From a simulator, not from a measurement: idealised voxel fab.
You're looking at the process module voxel spacer lines.
The cross-section shown here is cut; it is 255 nm wide and divided into square cells measuring 5 nm on a side.
Cross-section, as written here: a square-cell grid given band by band from the top down, where a band holds one or more rows of cells.
Band: top and bottom heights (nm) first, top before bottom; then materials from left to right, widths in nm. "all across" marks a sole material filling the band edge to edge. "air" denotes empty space.
Basically, 0 is our baseline, since under it the wafer straight out of the box is all one material. The bottom band has no lower end and keeps on going down, so it looks like "0 and below".
With a width like "30->40", each row of cells in the band differs from the next by the same amount, the top row carrying the first number and the bottom row the second.
Step marked "no modification"? Then no cell in the cross-section changed in it.
In the "closed voids" entry, you get each enclosed empty space of 8 cells or more, one with no open way to the top, written width x height at distance, distance from the left edge, in nm.
Read whatever lies past the settings on a step's line as the simulator's own remark about the step.
"overlay nm" denotes, for a step that has a mask, the displacement of the mask to the right of its planned place, with negative values corresponding to the left.

# So here's the lineup of process steps we planned
1: RECEIVE (material Si)
2: CONFORMAL_DEP (material Al2O3; thk nm 10)
3: DIRECTIONAL_DEP (material W; thk nm 15)
4: DIRECTIONAL_DEP (material aC; thk nm 30)
5: PATTERN (tone cover; mask id MANDREL; material resist; width nm 25; pitch nm 80; thk nm 40; overlay nm 0)
6: DIRECTIONAL_ETCH (etch materials aC; depth nm 30)
7: STRIP (etch materials resist)
8: CONFORMAL_DEP (material SiN; thk nm 15)
9: DIRECTIONAL_ETCH (etch materials SiN; depth nm 15)
10: STRIP (etch materials aC)
11: DIRECTIONAL_ETCH (etch materials W; depth nm 15)
12: STRIP (etch materials SiN)

# Cross-sectional view of the wafer in its as-received condition, corresponding to the state after step 1
  0 and below | Si all across
  closed voids: none

# The module was run from the start shown above using the plan shown above, but one mistake was made doing it; the resulting wafer cross-section is below
  25 down to 20 | air (20) | W (15) | air (25) | W (15) | air (25) | W (15) | air (25) | W (15) | air (25) | W (15) | air (25) | W (15) | air (20)
  20 down to 10 | W all across
  10 down to 0 | Al2O3 all across
  0 and below | Si all across
  closed voids: none
What was the processing mistake? step 11 went in with a setting other than planned; the actual run was DIRECTIONAL_ETCH (etch materials W; depth nm 5)
